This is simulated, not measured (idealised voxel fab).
Process module name: voxel wiring stack
Cross-section cut spans 250 nm and uses square cells 5 nm in size.
Just so we're on the same page, the cross-sections are grids of square cells, and they're listed out in bands top to bottom, each band one or more rows deep. What a band's entry tells you: where the top is and where the bottom is, as heights in nm, and after that what lies inside, material by material from left to right, each with its width in nm. Empty space is written as the word "air", and a single material marked with the word "full width" occupies the band from edge to edge. Height datum 0, below which the as-received substrate wafer is one material. Lowest band open at the bottom, running downward: "0..down". Width: "30 to 40" (first number = top row, second number = bottom row, same change from row to row of cells). You'll sometimes find "remained the same" written for a step, and that's the way of saying that nowhere in the cross-section did a cell change during that step. Empty spaces counting at least 8 cells and having no open way to the top are listed in "Closed void inventory". The notation width x height at distance is used for each, the distance being from the left edge and all three values in nm. Post-settings text on a step line: simulator's own remark regarding the step. overlay nm: mask right of planned place by this much (step with mask). Neg. = left.
Intended process steps
1. RECEIVE (material Si)
2. CONFORMAL_DEP (material SiO2; thk nm 15)
3. CONFORMAL_DEP (material SiN; thk nm 5)
4. DIRECTIONAL_DEP (material lowk; thk nm 20)
5. MASKED_ETCH (tone open; mask id METAL_1; width nm 30; pitch nm 60; etch materials lowk; depth nm 20; overlay nm 0)
6. MASKED_ETCH (tone open; mask id METAL_1; width nm 30; pitch nm 60; etch materials SiN; depth nm 5; overlay nm 0)
7. CONFORMAL_DEP (material TiN; thk nm 5)
8. FILL_DEP (material Cu; thk nm 10)
9. CMP (height nm 40)
10. CONFORMAL_DEP (material SiCN; thk nm 5)
11. DIRECTIONAL_DEP (material lowk; thk nm 20)
12. PATTERN (tone open; mask id PLUG_1; material resist; width nm 15; pitch nm 60; thk nm 15; overlay nm 0)
13. DIRECTIONAL_ETCH (etch materials lowk; depth nm 20)
14. DIRECTIONAL_ETCH (etch materials SiCN; depth nm 5)
15. STRIP (etch materials resist)
16. CONFORMAL_DEP (material TiN; thk nm 5)
17. FILL_DEP (material Ru; thk nm 5)
18. CMP (height nm 65)
19. CONFORMAL_DEP (material SiN; thk nm 5)
20. DIRECTIONAL_DEP (material SiO2; thk nm 15)
21. DIRECTIONAL_DEP (material aC; thk nm 15)
22. PATTERN (tone open; mask id METAL_2; material resist; width nm 30; pitch nm 60; thk nm 35; overlay nm 0)
23. DIRECTIONAL_ETCH (etch materials aC; depth nm 15)
24. STRIP (etch materials resist)
25. DIRECTIONAL_ETCH (etch materials SiO2; depth nm 15)
26. DIRECTIONAL_ETCH (etch materials SiN; depth nm 5)
27. STRIP (etch materials aC)
28. CONFORMAL_DEP (material TiN; thk nm 5)
29. FILL_DEP (material Cu; thk nm 5)
30. CMP (height nm 85)
31. CONFORMAL_DEP (material SiN; thk nm 5)
Delivered wafer in cross-section: state after step 1
    0..down  Si full width
    Closed void inventory: none
Cross-section at module end, one run error; start and plan unchanged from above
    90..85  SiN full width
    85..70  50 SiO2, then 5 TiN, then 20 Cu, then 5 TiN, then 30 SiO2, then 5 TiN, then 20 Cu, then 5 TiN, then 30 SiO2, then 5 TiN, then 20 Cu, then 5 TiN, then 50 SiO2
    70..65  50 SiN, then 30 TiN, then 30 SiN, then 30 TiN, then 30 SiN, then 30 TiN, then 50 SiN
    65..45  50 lowk, then 5 TiN, then 5 Ru, then 5 TiN, then 45 lowk, then 5 TiN, then 5 Ru, then 5 TiN, then 45 lowk, then 5 TiN, then 5 Ru, then 5 TiN, then 65 lowk
    45..40  50 SiCN, then 15 TiN, then 45 SiCN, then 15 TiN, then 45 SiCN, then 15 TiN, then 65 SiCN
    40..35  55 TiN, then 20 Cu, then 40 TiN, then 20 Cu, then 40 TiN, then 20 Cu, then 55 TiN
    35..15  50 lowk, then 5 TiN, then 20 Cu, then 5 TiN, then 30 lowk, then 5 TiN, then 20 Cu, then 5 TiN, then 30 lowk, then 5 TiN, then 20 Cu, then 5 TiN, then 50 lowk
    15..10  50 SiN, then 30 TiN, then 30 SiN, then 30 TiN, then 30 SiN, then 30 TiN, then 50 SiN
    10..0  SiO2 full width
    0..down  Si full width
    Closed void inventory: none
The mistake made against the process plan was this: step 2: run off-plan, actual operation and settings CONFORMAL_DEP (material SiO2; thk nm 10)
